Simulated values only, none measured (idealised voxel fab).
Presented below is a process module, voxel gate over fins.
Xsec cut, 250 nm wide, square cell size 5 nm.
Each cross-section below is a grid of square cells, stated as bands in top-down order, with one or more rows of cells making up each band. What a band's entry tells you: where the top is and where the bottom is, as heights in nm, and after that what lies inside, material by material from left to right, each with its width in nm. Empty space is written as the word "air", and a single material marked with the word "full width" occupies the band from edge to edge. Counting heights begins at 0, where everything beneath is, in the wafer as received, one material. The lowest band has no bottom; it goes on downwards, as "0 and below" shows. The expression "30->40" gives the width at the extremes of the band, the first number at its top row of cells and the second at its bottom row, with the width changing by equal amounts from each row to the next in between. For the purposes of this document, the phrase "nothing different" attached to a step denotes that no cell within the cross-section was modified by that step. "Enclosed void inventory" - sealed voids, min. 8 cells, no opening to top; format: width x height at distance (distance from left edge; nm throughout). On each step's line, the part that comes after the settings is the simulator's own comment on the step. You can add "overlay nm" to a step's line. For a step with a mask, it describes how far the mask lay to the right of its planned position, and a negative number describes a lay to the left. For the reader: what remains of this document is a series of pairs, each showing a cross-section before one process step and a cross-section after that step which reaches down only to the lowest band that changed, with the step between them and its settings set out under the pair. It should not be assumed that a pair continues from the pair above it; the pairs can come from different runs of this module on the same starting wafer, and such continuity exists only where the entry headed "Pre-step snapshot" says so.

**Pre-step snapshot**
  20 down to 15 | 80 air | 95 TiN | 75 air
  15 down to 10 | 80 air | 5 TiN | 85 TiAl | 5 TiN | 75 air
  10 down to 5 | 80 air | 5 TiN | 5 TiAl | 75 TiN | 5 TiAl | 5 TiN | 75 air
  5 down to 0 | 85 TiN | 5 TiAl | 5 TiN | 30 HfO2 | 5 TiN | 30 HfO2 | 5 TiN | 5 TiAl | 80 TiN
  0 down to -5 | 90 TiAl | 5 TiN | 5 HfO2 | 20 Si | 5 HfO2 | 5 TiN | 5 HfO2 | 20 Si | 5 HfO2 | 5 TiN | 85 TiAl
  -5 down to -10 | 95 TiN | 5 HfO2 | 20 Si | 5 HfO2 | 5 TiN | 5 HfO2 | 20 Si | 5 HfO2 | 90 TiN
  -10 down to -15 | 100 HfO2 | 20 Si | 15 HfO2 | 20 Si | 95 HfO2
  -15 down to -40 | 100 SiO2 | 20 Si | 15 SiO2 | 20 Si | 95 SiO2
  -40 and below | Si full width
  Enclosed void inventory: none

**Cross-Section Thereafter**
  35 down to 20 | W full width
  20 down to 15 | 80 W | 95 TiN | 75 W
  15 down to 10 | 80 W | 5 TiN | 85 TiAl | 5 TiN | 75 W
  10 down to 5 | 80 W | 5 TiN | 5 TiAl | 75 TiN | 5 TiAl | 5 TiN | 75 W
  Note: structure below 5 unchanged.
  Enclosed void inventory: none
The step that takes the structure from the upper cross-section to the lower one is op FILL_DEP | material W | thk nm 15

Pre-step snapshot: = after-state of the pair above.

**Cross-Section Thereafter**
  30 down to 20 | W full width
  Note: structure below 20 unchanged.
  Enclosed void inventory: none
The step that takes the structure from the upper cross-section to the lower one is op CMP | height nm 30

Pre-step snapshot: = after-state of the pair above.

**Cross-Section Thereafter**
  35 down to 30 | SiN full width
  Note: structure below 30 unchanged.
  Enclosed void inventory: none
The step that takes the structure from the upper cross-section to the lower one is op CONFORMAL_DEP | material SiN | thk nm 5

**Pre-step snapshot**
  25 down to 10 | aC full width
  10 down to 0 | SiN full width
  0 and below | Si full width
  Enclosed void inventory: none

**Cross-Section Thereafter**
  55 down to 25 | 90 air | 15 resist | 20 air | 15 resist | 110 air
  Note: structure below 25 unchanged.
  Enclosed void inventory: none
The step that takes the structure from the upper cross-section to the lower one is op PATTERN | tone cover | mask id FINS | material resist | width nm 15 | pitch nm 35 | thk nm 30 | overlay nm -10

Pre-step snapshot: = after-state of the pair above.

**Cross-Section Thereafter**
  40 down to 25 | 90 air | 15 resist | 20 air | 15 resist | 110 air
  25 down to 10 | 90 air | 15 aC | 20 air | 15 aC | 110 air
  Note: structure below 10 unchanged.
  Enclosed void inventory: none
The step that takes the structure from the upper cross-section to the lower one is op DIRECTIONAL_ETCH | etch materials aC | depth nm 15

Pre-step snapshot: = after-state of the pair above.

**Cross-Section Thereafter**
  25 down to 10 | 90 air | 15 aC | 20 air | 15 aC | 110 air
  Note: structure below 10 unchanged.
  Enclosed void inventory: none
The step that takes the structure from the upper cross-section to the lower one is op STRIP | etch materials resist

Pre-step snapshot: = after-state of the pair above.

**Cross-Section Thereafter**
  25 down to 10 | 90 air | 15 aC | 20 air | 15 aC | 110 air
  10 down to 0 | 90 air | 15 SiN | 20 air | 15 SiN | 110 air
  Note: structure below 0 unchanged.
  Enclosed void inventory: none
The step that takes the structure from the upper cross-section to the lower one is op DIRECTIONAL_ETCH | etch materials SiN | depth nm 10

Pre-step snapshot: = after-state of the pair above.

**Cross-Section Thereafter**
  25 down to 10 | 90 air | 15 aC | 20 air | 15 aC | 110 air
  10 down to 0 | 90 air | 15 SiN | 20 air | 15 SiN | 110 air
  0 down to -40 | 90 air | 15 Si | 20 air | 15 Si | 110 air
  Note: structure below -40 unchanged.
  Enclosed void inventory: none
The step that takes the structure from the upper cross-section to the lower one is op DIRECTIONAL_ETCH | etch materials Si | depth nm 40

Pre-step snapshot: = after-state of the pair above.

**Cross-Section Thereafter**
  10 down to 0 | 90 air | 15 SiN | 20 air | 15 SiN | 110 air
  Note: structure below 0 unchanged.
  Enclosed void inventory: none
The step that takes the structure from the upper cross-section to the lower one is op STRIP | etch materials aC

Pre-step snapshot: = after-state of the pair above.

**Cross-Section Thereafter**
  25 down to 10 | SiO2 full width
  10 down to 0 | 90 SiO2 | 15 SiN | 20 SiO2 | 15 SiN | 110 SiO2
  0 down to -40 | 90 SiO2 | 15 Si | 20 SiO2 | 15 Si | 110 SiO2
  Note: structure below -40 unchanged.
  Enclosed void inventory: none
The step that takes the structure from the upper cross-section to the lower one is op FILL_DEP | material SiO2 | thk nm 15

Pre-step snapshot: = after-state of the pair above.

**Cross-Section Thereafter**
  10 down to 0 | 90 SiO2 | 15 SiN | 20 SiO2 | 15 SiN | 110 SiO2
  Note: structure below 0 unchanged.
  Enclosed void inventory: none
The step that takes the structure from the upper cross-section to the lower one is op CMP | height nm 10

Pre-step snapshot: = after-state of the pair above.

**Cross-Section Thereafter**
  10 down to 0 | 90 air | 15 SiN | 20 air | 15 SiN | 110 air
  0 down to -15 | 90 air | 15 Si | 20 air | 15 Si | 110 air
  Note: structure below -15 unchanged.
  Enclosed void inventory: none
The step that takes the structure from the upper cross-section to the lower one is op SELECTIVE_ETCH | etch materials SiO2 | depth nm 25

Pre-step snapshot: = after-state of the pair above.

**Cross-Section Thereafter**
  0 down to -15 | 90 air | 15 Si | 20 air | 15 Si | 110 air
  Note: structure below -15 unchanged.
  Enclosed void inventory: none
The step that takes the structure from the upper cross-section to the lower one is op STRIP | etch materials SiN

Pre-step snapshot: = after-state of the pair above.

**Cross-Section Thereafter**
  5 down to 0 | 85 air | 25 HfO2 | 10 air | 25 HfO2 | 105 air
  0 down to -10 | 85 air | 5 HfO2 | 15 Si | 5 HfO2 | 10 air | 5 HfO2 | 15 Si | 5 HfO2 | 105 air
  -10 down to -15 | 90 HfO2 | 15 Si | 20 HfO2 | 15 Si | 110 HfO2
  Note: structure below -15 unchanged.
  Enclosed void inventory: none
The step that takes the structure from the upper cross-section to the lower one is op CONFORMAL_DEP | material HfO2 | thk nm 5

Pre-step snapshot: = after-state of the pair above.

**Cross-Section Thereafter**
  10 down to 5 | 80 air | 70 TiN | 100 air
  5 down to 0 | 80 air | 5 TiN | 25 HfO2 | 10 TiN | 25 HfO2 | 5 TiN | 100 air
  0 down to -5 | 80 air | 5 TiN | 5 HfO2 | 15 Si | 5 HfO2 | 10 TiN | 5 HfO2 | 15 Si | 5 HfO2 | 5 TiN | 100 air
  -5 down to -10 | 85 TiN | 5 HfO2 | 15 Si | 5 HfO2 | 10 TiN | 5 HfO2 | 15 Si | 5 HfO2 | 105 TiN
  Note: structure below -10 unchanged.
  Enclosed void inventory: none
The step that takes the structure from the upper cross-section to the lower one is op CONFORMAL_DEP | material TiN | thk nm 5

Pre-step snapshot: = after-state of the pair above.

**Cross-Section Thereafter**
  15 down to 10 | 75 air | 80 TiAl | 95 air
  10 down to 5 | 75 air | 5 TiAl | 70 TiN | 5 TiAl | 95 air
  5 down to 0 | 75 air | 5 TiAl | 5 TiN | 25 HfO2 | 10 TiN | 25 HfO2 | 5 TiN | 5 TiAl | 95 air
  0 down to -5 | 80 TiAl | 5 TiN | 5 HfO2 | 15 Si | 5 HfO2 | 10 TiN | 5 HfO2 | 15 Si | 5 HfO2 | 5 TiN | 100 TiAl
  Note: structure below -5 unchanged.
  Enclosed void inventory: none
The step that takes the structure from the upper cross-section to the lower one is op CONFORMAL_DEP | material TiAl | thk nm 5

Pre-step snapshot: = after-state of the pair above.

**Cross-Section Thereafter**
  20 down to 15 | 70 air | 90 TiN | 90 air
  15 down to 10 | 70 air | 5 TiN | 80 TiAl | 5 TiN | 90 air
  10 down to 5 | 70 air | 5 TiN | 5 TiAl | 70 TiN | 5 TiAl | 5 TiN | 90 air
  5 down to 0 | 75 TiN | 5 TiAl | 5 TiN | 25 HfO2 | 10 TiN | 25 HfO2 | 5 TiN | 5 TiAl | 95 TiN
  Note: structure below 0 unchanged.
  Enclosed void inventory: none
The step that takes the structure from the upper cross-section to the lower one is op CONFORMAL_DEP | material TiN | thk nm 5

Pre-step snapshot: = after-state of the pair above.

**Cross-Section Thereafter**
  35 down to 20 | W full width
  20 down to 15 | 70 W | 90 TiN | 90 W
  15 down to 10 | 70 W | 5 TiN | 80 TiAl | 5 TiN | 90 W
  10 down to 5 | 70 W | 5 TiN | 5 TiAl | 70 TiN | 5 TiAl | 5 TiN | 90 W
  Note: structure below 5 unchanged.
  Enclosed void inventory: none
The step that takes the structure from the upper cross-section to the lower one is op FILL_DEP | material W | thk nm 15

Pre-step snapshot: = after-state of the pair above.

**Cross-Section Thereafter**
  30 down to 20 | W full width
  Note: structure below 20 unchanged.
  Enclosed void inventory: none
The step that takes the structure from the upper cross-section to the lower one is op CMP | height nm 30

Pre-step snapshot: = after-state of the pair above.

**Cross-Section Thereafter**
  35 down to 30 | SiN full width
  Note: structure below 30 unchanged.
  Enclosed void inventory: none
The step that takes the structure from the upper cross-section to the lower one is op CONFORMAL_DEP | material SiN | thk nm 5

**Pre-step snapshot**
  30 down to 20 | W full width
  20 down to 15 | 80 W | 90 TiN | 80 W
  15 down to 10 | 80 W | 5 TiN | 80 TiAl | 5 TiN | 80 W
  10 down to 5 | 80 W | 5 TiN | 5 TiAl | 70 TiN | 5 TiAl | 5 TiN | 80 W
  5 down to 0 | 85 TiN | 5 TiAl | 5 TiN | 25 HfO2 | 10 TiN | 25 HfO2 | 5 TiN | 5 TiAl | 85 TiN
  0 down to -5 | 90 TiAl | 5 TiN | 5 HfO2 | 15 Si | 5 HfO2 | 10 TiN | 5 HfO2 | 15 Si | 5 HfO2 | 5 TiN | 90 TiAl
  -5 down to -10 | 95 TiN | 5 HfO2 | 15 Si | 5 HfO2 | 10 TiN | 5 HfO2 | 15 Si | 5 HfO2 | 95 TiN
  -10 down to -15 | 100 HfO2 | 15 Si | 20 HfO2 | 15 Si | 100 HfO2
  -15 down to -40 | 100 SiO2 | 15 Si | 20 SiO2 | 15 Si | 100 SiO2
  -40 and below | Si full width
  Enclosed void inventory: none

**Cross-Section Thereafter**
  35 down to 30 | TiAl full width
  Note: structure below 30 unchanged.
  Enclosed void inventory: none
The step that takes the structure from the upper cross-section to the lower one is op CONFORMAL_DEP | material TiAl | thk nm 5

**Pre-step snapshot**
  25 down to 10 | aC full width
  10 down to 0 | SiN full width
  0 and below | Si full width
  Enclosed void inventory: none

**Cross-Section Thereafter**
  55 down to 25 | 100 resist | 15 air | 20 resist | 15 air | 100 resist
  Note: structure below 25 unchanged.
  Enclosed void inventory: none
The step that takes the structure from the upper cross-section to the lower one is op PATTERN | tone open | mask id FINS | material resist | width nm 15 | pitch nm 35 | thk nm 30 | overlay nm 0

Pre-step snapshot: = after-state of the pair above.

**Cross-Section Thereafter**
  40 down to 25 | 100 resist | 15 air | 20 resist | 15 air | 100 resist
  25 down to 10 | 100 aC | 15 air | 20 aC | 15 air | 100 aC
  Note: structure below 10 unchanged.
  Enclosed void inventory: none
The step that takes the structure from the upper cross-section to the lower one is op DIRECTIONAL_ETCH | etch materials aC | depth nm 15

Pre-step snapshot: = after-state of the pair above.

**Cross-Section Thereafter**
  25 down to 10 | 100 aC | 15 air | 20 aC | 15 air | 100 aC
  Note: structure below 10 unchanged.
  Enclosed void inventory: none
The step that takes the structure from the upper cross-section to the lower one is op STRIP | etch materials resist

Pre-step snapshot: = after-state of the pair above.

**Cross-Section Thereafter**
  25 down to 10 | 100 aC | 15 air | 20 aC | 15 air | 100 aC
  10 down to 0 | 100 SiN | 15 air | 20 SiN | 15 air | 100 SiN
  Note: structure below 0 unchanged.
  Enclosed void inventory: none
The step that takes the structure from the upper cross-section to the lower one is op DIRECTIONAL_ETCH | etch materials SiN | depth nm 10

Pre-step snapshot: = after-state of the pair above.

**Cross-Section Thereafter**
  25 down to 10 | 100 aC | 15 air | 20 aC | 15 air | 100 aC
  10 down to 0 | 100 SiN | 15 air | 20 SiN | 15 air | 100 SiN
  0 down to -40 | 100 Si | 15 air | 20 Si | 15 air | 100 Si
  Note: structure below -40 unchanged.
  Enclosed void inventory: none
The step that takes the structure from the upper cross-section to the lower one is op DIRECTIONAL_ETCH | etch materials Si | depth nm 40

Pre-step snapshot: = after-state of the pair above.

**Cross-Section Thereafter**
  10 down to 0 | 100 SiN | 15 air | 20 SiN | 15 air | 100 SiN
  Note: structure below 0 unchanged.
  Enclosed void inventory: none
The step that takes the structure from the upper cross-section to the lower one is op STRIP | etch materials aC

Pre-step snapshot: = after-state of the pair above.

**Cross-Section Thereafter**
  25 down to 10 | SiO2 full width
  10 down to 0 | 100 SiN | 15 SiO2 | 20 SiN | 15 SiO2 | 100 SiN
  0 down to -40 | 100 Si | 15 SiO2 | 20 Si | 15 SiO2 | 100 Si
  Note: structure below -40 unchanged.
  Enclosed void inventory: none
The step that takes the structure from the upper cross-section to the lower one is op FILL_DEP | material SiO2 | thk nm 15

Pre-step snapshot: = after-state of the pair above.

**Cross-Section Thereafter**
  10 down to 0 | 100 SiN | 15 SiO2 | 20 SiN | 15 SiO2 | 100 SiN
  Note: structure below 0 unchanged.
  Enclosed void inventory: none
The step that takes the structure from the upper cross-section to the lower one is op CMP | height nm 10

Pre-step snapshot: = after-state of the pair above.

**Cross-Section Thereafter**
  10 down to 0 | 100 SiN | 15 air | 20 SiN | 15 air | 100 SiN
  0 down to -15 | 100 Si | 15 air | 20 Si | 15 air | 100 Si
  Note: structure below -15 unchanged.
  Enclosed void inventory: none
The step that takes the structure from the upper cross-section to the lower one is op SELECTIVE_ETCH | etch materials SiO2 | depth nm 25

Pre-step snapshot: = after-state of the pair above.

**Cross-Section Thereafter**
  0 down to -15 | 100 Si | 15 air | 20 Si | 15 air | 100 Si
  Note: structure below -15 unchanged.
  Enclosed void inventory: none
The step that takes the structure from the upper cross-section to the lower one is op STRIP | etch materials SiN

Pre-step snapshot: = after-state of the pair above.

**Cross-Section Thereafter**
  5 down to 0 | 105 HfO2 | 5 air | 30 HfO2 | 5 air | 105 HfO2
  0 down to -10 | 100 Si | 5 HfO2 | 5 air | 5 HfO2 | 20 Si | 5 HfO2 | 5 air | 5 HfO2 | 100 Si
  -10 down to -15 | 100 Si | 15 HfO2 | 20 Si | 15 HfO2 | 100 Si
  Note: structure below -15 unchanged.
  Enclosed void inventory: none
The step that takes the structure from the upper cross-section to the lower one is op CONFORMAL_DEP | material HfO2 | thk nm 5

Pre-step snapshot: = after-state of the pair above.

**Cross-Section Thereafter**
  10 down to 5 | TiN full width
  5 down to 0 | 105 HfO2 | 5 TiN | 30 HfO2 | 5 TiN | 105 HfO2
  0 down to -10 | 100 Si | 5 HfO2 | 5 TiN | 5 HfO2 | 20 Si | 5 HfO2 | 5 TiN | 5 HfO2 | 100 Si
  Note: structure below -10 unchanged.
  Enclosed void inventory: none
The step that takes the structure from the upper cross-section to the lower one is op CONFORMAL_DEP | material TiN | thk nm 5

Pre-step snapshot: = after-state of the pair above.

**Cross-Section Thereafter**
  15 down to 10 | TiAl full width
  Note: structure below 10 unchanged.
  Enclosed void inventory: none
The step that takes the structure from the upper cross-section to the lower one is op CONFORMAL_DEP | material TiAl | thk nm 5

Pre-step snapshot: = after-state of the pair above.

**Cross-Section Thereafter**
  20 down to 15 | TiN full width
  Note: structure below 15 unchanged.
  Enclosed void inventory: none
The step that takes the structure from the upper cross-section to the lower one is op CONFORMAL_DEP | material TiN | thk nm 5

Pre-step snapshot: = after-state of the pair above.

**Cross-Section Thereafter**
  35 down to 20 | W full width
  Note: structure below 20 unchanged.
  Enclosed void inventory: none
The step that takes the structure from the upper cross-section to the lower one is op FILL_DEP | material W | thk nm 15

Pre-step snapshot: = after-state of the pair above.

**Cross-Section Thereafter**
  30 down to 20 | W full width
  Note: structure below 20 unchanged.
  Enclosed void inventory: none
The step that takes the structure from the upper cross-section to the lower one is op CMP | height nm 30

Pre-step snapshot: = after-state of the pair above.

**Cross-Section Thereafter**
  35 down to 30 | SiN full width
  Note: structure below 30 unchanged.
  Enclosed void inventory: none
The step that takes the structure from the upper cross-section to the lower one is op CONFORMAL_DEP | material SiN | thk nm 5
